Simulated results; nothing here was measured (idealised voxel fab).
process module | voxel spacer lines
cross-section cut | 155 nm wide | cells 5 nm
A cross-section is a grid of square cells, given in bands from the top down. A band is one or more rows of cells.
Each band's line starts with the height of the band's top and of its bottom, in nm. Then come its materials from left to right, each with its width in nm. One material with "throughout" fills the band from edge to edge. "air" is empty space.
Height 0 is the level under which the wafer as received is all one material. The lowest band goes on downwards, as in "0 down".
A width such as "30 to 40" changes by the same amount from each row of cells to the next, from the band's top row to its bottom row.
"no change" after a step means that no cell of the cross-section changed.
closed voids: empty space of 8 cells or more with no open way to the top, each as width x height at its distance from the left edge, in nm
after a step's settings: what the simulator itself notes on the step
overlay nm, on a step with a mask: how far to the right of its planned place the mask lay; to the left if negative
plan
1 op RECEIVE | material Si
2 op CONFORMAL_DEP | material SiO2 | thk nm 10
3 op DIRECTIONAL_DEP | material polySi | thk nm 10
4 op DIRECTIONAL_DEP | material aC | thk nm 30
5 op PATTERN | tone cover | mask id MANDREL | material resist | width nm 20 | pitch nm 60 | thk nm 35 | overlay nm 0
6 op DIRECTIONAL_ETCH | etch materials aC | depth nm 30
7 op STRIP | etch materials resist
8 op CONFORMAL_DEP | material SiN | thk nm 10
9 op DIRECTIONAL_ETCH | etch materials SiN | depth nm 10
10 op STRIP | etch materials aC
11 op DIRECTIONAL_ETCH | etch materials polySi | depth nm 10
12 op STRIP | etch materials SiN
as received, after step 1
  0 down: Si throughout
  closed voids: none
a wafer at the end: this start, this plan, one mistake
  20 to 10: air 25 | polySi 40 | air 20 | polySi 40 | air 30
  10 to 0: SiO2 throughout
  0 down: Si throughout
  closed voids: none
what went wrong: steps 10 and 11 were swapped
